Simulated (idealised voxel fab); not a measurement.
process module | voxel capacitor over wiring
cross-section cut | 190 nm wide | cells 5 nm
A cross-section is a grid of square cells, given in bands from the top down. A band is one or more rows of cells.
Each band's line starts with the height of the band's top and of its bottom, in nm. Then come its materials from left to right, each with its width in nm. One material with "throughout" fills the band from edge to edge. "air" is empty space.
Height 0 is the level under which the wafer as received is all one material. The lowest band goes on downwards, as in "0 down".
A width such as "30 to 40" changes by the same amount from each row of cells to the next, from the band's top row to its bottom row.
"no change" after a step means that no cell of the cross-section changed.
closed voids: empty space of 8 cells or more with no open way to the top, each as width x height at its distance from the left edge, in nm
after a step's settings: what the simulator itself notes on the step
overlay nm, on a step with a mask: how far to the right of its planned place the mask lay; to the left if negative
plan
1 op RECEIVE | material Si
2 op CONFORMAL_DEP | material SiO2 | thk nm 15
3 op DIRECTIONAL_DEP | material TiN | thk nm 5
4 op DIRECTIONAL_DEP | material Ru | thk nm 20
5 op DIRECTIONAL_DEP | material aC | thk nm 10
6 op PATTERN | tone cover | mask id METAL_1 | material resist | width nm 20 | pitch nm 70 | thk nm 25 | overlay nm 0
7 op DIRECTIONAL_ETCH | etch materials aC | depth nm 10
8 op STRIP | etch materials resist
9 op DIRECTIONAL_ETCH | etch materials Ru | depth nm 20
10 op DIRECTIONAL_ETCH | etch materials TiN | depth nm 5
11 op STRIP | etch materials aC
12 op CONFORMAL_DEP | material SiN | thk nm 5
13 op FILL_DEP | material SiO2 | thk nm 10
14 op CMP | height nm 40
15 op CONFORMAL_DEP | material SiCN | thk nm 5
16 op DIRECTIONAL_DEP | material lowk | thk nm 10
17 op MASKED_ETCH | tone open | mask id PLUG_1 | width nm 15 | etch materials lowk | depth nm 10 | overlay nm 0
18 op MASKED_ETCH | tone open | mask id PLUG_1 | width nm 15 | etch materials SiCN | depth nm 5 | overlay nm 0
19 op EPI | material Ru | thk nm 10
20 op EPI | material Ru | thk nm 5
21 op DIRECTIONAL_DEP | material TiN | thk nm 5
22 op DIRECTIONAL_DEP | material HfO2 | thk nm 5
23 op DIRECTIONAL_DEP | material TiN | thk nm 5
24 op DIRECTIONAL_DEP | material aC | thk nm 10
25 op PATTERN | tone cover | mask id UPPER_PLATE | material resist | width nm 55 | thk nm 30 | overlay nm 0
26 op DIRECTIONAL_ETCH | etch materials aC | depth nm 10
27 op STRIP | etch materials resist
28 op DIRECTIONAL_ETCH | etch materials TiN | depth nm 5
29 op DIRECTIONAL_ETCH | etch materials HfO2 | depth nm 5
30 op STRIP | etch materials aC
31 op MASKED_ETCH | tone cover | mask id LOWER_PLATE | width nm 65 | etch materials TiN | depth nm 5 | overlay nm 0
32 op FILL_DEP | material SiO2 | thk nm 15
33 op CMP | height nm 80
34 op PATTERN | tone open | mask id PLUG_2 | material resist | width nm 15 | thk nm 15 | overlay nm 0
35 op DIRECTIONAL_ETCH | etch materials SiO2 | depth nm 10
36 op STRIP | etch materials resist
37 op CONFORMAL_DEP | material TiN | thk nm 5
38 op FILL_DEP | material Cu | thk nm 5
39 op CMP | height nm 80
40 op CONFORMAL_DEP | material SiN | thk nm 5
first wafer, as planned
as received, after step 1
  0 down: Si throughout
  closed voids: none
after step 2
  15 to 0: SiO2 throughout
  below 0: unchanged
after step 3
  20 to 15: TiN throughout
  below 15: unchanged
after step 4
  40 to 20: Ru throughout
  below 20: unchanged
after step 5
  50 to 40: aC throughout
  below 40: unchanged
after step 6
  75 to 50: air 50 | resist 20 | air 50 | resist 20 | air 50
  below 50: unchanged
after step 7
  65 to 50: air 50 | resist 20 | air 50 | resist 20 | air 50
  50 to 40: air 50 | aC 20 | air 50 | aC 20 | air 50
  below 40: unchanged
after step 8
  50 to 40: air 50 | aC 20 | air 50 | aC 20 | air 50
  below 40: unchanged
after step 9
  50 to 40: air 50 | aC 20 | air 50 | aC 20 | air 50
  40 to 20: air 50 | Ru 20 | air 50 | Ru 20 | air 50
  below 20: unchanged
after step 10
  50 to 40: air 50 | aC 20 | air 50 | aC 20 | air 50
  40 to 20: air 50 | Ru 20 | air 50 | Ru 20 | air 50
  20 to 15: air 50 | TiN 20 | air 50 | TiN 20 | air 50
  below 15: unchanged
after step 11
  40 to 20: air 50 | Ru 20 | air 50 | Ru 20 | air 50
  below 20: unchanged
after step 12
  45 to 40: air 45 | SiN 30 | air 40 | SiN 30 | air 45
  40 to 20: air 45 | SiN 5 | Ru 20 | SiN 5 | air 40 | SiN 5 | Ru 20 | SiN 5 | air 45
  20 to 15: SiN 50 | TiN 20 | SiN 50 | TiN 20 | SiN 50
  below 15: unchanged
after step 13
  55 to 45: SiO2 throughout
  45 to 40: SiO2 45 | SiN 30 | SiO2 40 | SiN 30 | SiO2 45
  40 to 20: SiO2 45 | SiN 5 | Ru 20 | SiN 5 | SiO2 40 | SiN 5 | Ru 20 | SiN 5 | SiO2 45
  below 20: unchanged
after step 14
  40 to 20: SiO2 45 | SiN 5 | Ru 20 | SiN 5 | SiO2 40 | SiN 5 | Ru 20 | SiN 5 | SiO2 45
  below 20: unchanged
after step 15
  45 to 40: SiCN throughout
  below 40: unchanged
after step 16
  55 to 45: lowk throughout
  below 45: unchanged
after step 17
  55 to 45: lowk 55 | air 15 | lowk 120
  below 45: unchanged
after step 18
  55 to 45: lowk 55 | air 15 | lowk 120
  45 to 40: SiCN 55 | air 15 | SiCN 120
  below 40: unchanged
after step 19
  55 to 50: lowk 55 | air 15 | lowk 120
  50 to 45: lowk 55 | Ru 15 | lowk 120
  45 to 40: SiCN 55 | Ru 15 | SiCN 120
  below 40: unchanged
after step 20
  55 to 45: lowk 55 | Ru 15 | lowk 120
  below 45: unchanged
after step 21
  60 to 55: TiN throughout
  below 55: unchanged
after step 22
  65 to 60: HfO2 throughout
  below 60: unchanged
after step 23
  70 to 65: TiN throughout
  below 65: unchanged
after step 24
  80 to 70: aC throughout
  below 70: unchanged
after step 25
  110 to 80: air 55 | resist 55 | air 80
  below 80: unchanged
after step 26
  100 to 80: air 55 | resist 55 | air 80
  80 to 70: air 55 | aC 55 | air 80
  below 70: unchanged
after step 27
  80 to 70: air 55 | aC 55 | air 80
  below 70: unchanged
after step 28
  80 to 70: air 55 | aC 55 | air 80
  70 to 65: air 55 | TiN 55 | air 80
  below 65: unchanged
after step 29
  80 to 70: air 55 | aC 55 | air 80
  70 to 65: air 55 | TiN 55 | air 80
  65 to 60: air 55 | HfO2 55 | air 80
  below 60: unchanged
after step 30
  70 to 65: air 55 | TiN 55 | air 80
  below 65: unchanged
after step 31
  70 to 65: air 55 | TiN 55 | air 80
  65 to 60: air 55 | HfO2 55 | air 80
  60 to 55: air 50 | TiN 65 | air 75
  below 55: unchanged
after step 32
  85 to 70: SiO2 throughout
  70 to 65: SiO2 55 | TiN 55 | SiO2 80
  65 to 60: SiO2 55 | HfO2 55 | SiO2 80
  60 to 55: SiO2 50 | TiN 65 | SiO2 75
  below 55: unchanged
after step 33
  80 to 70: SiO2 throughout
  below 70: unchanged
after step 34
  95 to 80: resist 65 | air 15 | resist 110
  below 80: unchanged
after step 35
  95 to 80: resist 65 | air 15 | resist 110
  80 to 70: SiO2 65 | air 15 | SiO2 110
  below 70: unchanged
after step 36
  80 to 70: SiO2 65 | air 15 | SiO2 110
  below 70: unchanged
after step 37
  85 to 80: TiN 70 | air 5 | TiN 115
  80 to 75: SiO2 65 | TiN 5 | air 5 | TiN 5 | SiO2 110
  75 to 65: SiO2 65 to 55 | TiN 15 to 55 | SiO2 110 to 80
  below 65: unchanged
after step 38
  90 to 85: Cu throughout
  85 to 80: TiN 70 | Cu 5 | TiN 115
  80 to 75: SiO2 65 | TiN 5 | Cu 5 | TiN 5 | SiO2 110
  below 75: unchanged
after step 39
  80 to 75: SiO2 65 | TiN 5 | Cu 5 | TiN 5 | SiO2 110
  below 75: unchanged
after step 40
  85 to 80: SiN throughout
  below 80: unchanged
second wafer: like start, like plan, one mistake. Through step 16 it matches the first wafer
when step 17 should have ended
  55 to 45: lowk 50 | air 25 | lowk 115
  below 45: unchanged
when step 18 should have ended
  55 to 45: lowk 50 | air 25 | lowk 115
  45 to 40: SiCN 55 | air 15 | SiCN 120
  below 40: unchanged
when step 19 should have ended
  55 to 50: lowk 50 | air 25 | lowk 115
  50 to 45: lowk 50 | Ru 25 | lowk 115
  45 to 40: SiCN 55 | Ru 15 | SiCN 120
  below 40: unchanged
when step 20 should have ended
  55 to 45: lowk 50 | Ru 25 | lowk 115
  below 45: unchanged
when step 21 should have ended
  60 to 55: TiN throughout
  below 55: unchanged
when step 22 should have ended
  65 to 60: HfO2 throughout
  below 60: unchanged
when step 23 should have ended
  70 to 65: TiN throughout
  below 65: unchanged
when step 24 should have ended
  80 to 70: aC throughout
  below 70: unchanged
when step 25 should have ended
  110 to 80: air 55 | resist 55 | air 80
  below 80: unchanged
when step 26 should have ended
  100 to 80: air 55 | resist 55 | air 80
  80 to 70: air 55 | aC 55 | air 80
  below 70: unchanged
when step 27 should have ended
  80 to 70: air 55 | aC 55 | air 80
  below 70: unchanged
when step 28 should have ended
  80 to 70: air 55 | aC 55 | air 80
  70 to 65: air 55 | TiN 55 | air 80
  below 65: unchanged
when step 29 should have ended
  80 to 70: air 55 | aC 55 | air 80
  70 to 65: air 55 | TiN 55 | air 80
  65 to 60: air 55 | HfO2 55 | air 80
  below 60: unchanged
when step 30 should have ended
  70 to 65: air 55 | TiN 55 | air 80
  below 65: unchanged
when step 31 should have ended
  70 to 65: air 55 | TiN 55 | air 80
  65 to 60: air 55 | HfO2 55 | air 80
  60 to 55: air 50 | TiN 65 | air 75
  below 55: unchanged
when step 32 should have ended
  85 to 70: SiO2 throughout
  70 to 65: SiO2 55 | TiN 55 | SiO2 80
  65 to 60: SiO2 55 | HfO2 55 | SiO2 80
  60 to 55: SiO2 50 | TiN 65 | SiO2 75
  below 55: unchanged
when step 33 should have ended
  80 to 70: SiO2 throughout
  below 70: unchanged
when step 34 should have ended
  95 to 80: resist 65 | air 15 | resist 110
  below 80: unchanged
when step 35 should have ended
  95 to 80: resist 65 | air 15 | resist 110
  80 to 70: SiO2 65 | air 15 | SiO2 110
  below 70: unchanged
when step 36 should have ended
  80 to 70: SiO2 65 | air 15 | SiO2 110
  below 70: unchanged
when step 37 should have ended
  85 to 80: TiN 70 | air 5 | TiN 115
  80 to 75: SiO2 65 | TiN 5 | air 5 | TiN 5 | SiO2 110
  75 to 65: SiO2 65 to 55 | TiN 15 to 55 | SiO2 110 to 80
  below 65: unchanged
when step 38 should have ended
  90 to 85: Cu throughout
  85 to 80: TiN 70 | Cu 5 | TiN 115
  80 to 75: SiO2 65 | TiN 5 | Cu 5 | TiN 5 | SiO2 110
  below 75: unchanged
when step 39 should have ended
  80 to 75: SiO2 65 | TiN 5 | Cu 5 | TiN 5 | SiO2 110
  below 75: unchanged
when step 40 should have ended
  85 to 80: SiN throughout
  below 80: unchanged
what went wrong: step 17 ran as: op MASKED_ETCH | tone open | mask id PLUG_1 | width nm 25 | etch materials lowk | depth nm 10 | overlay nm 0
at the end the second wafer has, in cells: 4 more of Ru | 4 fewer of lowk
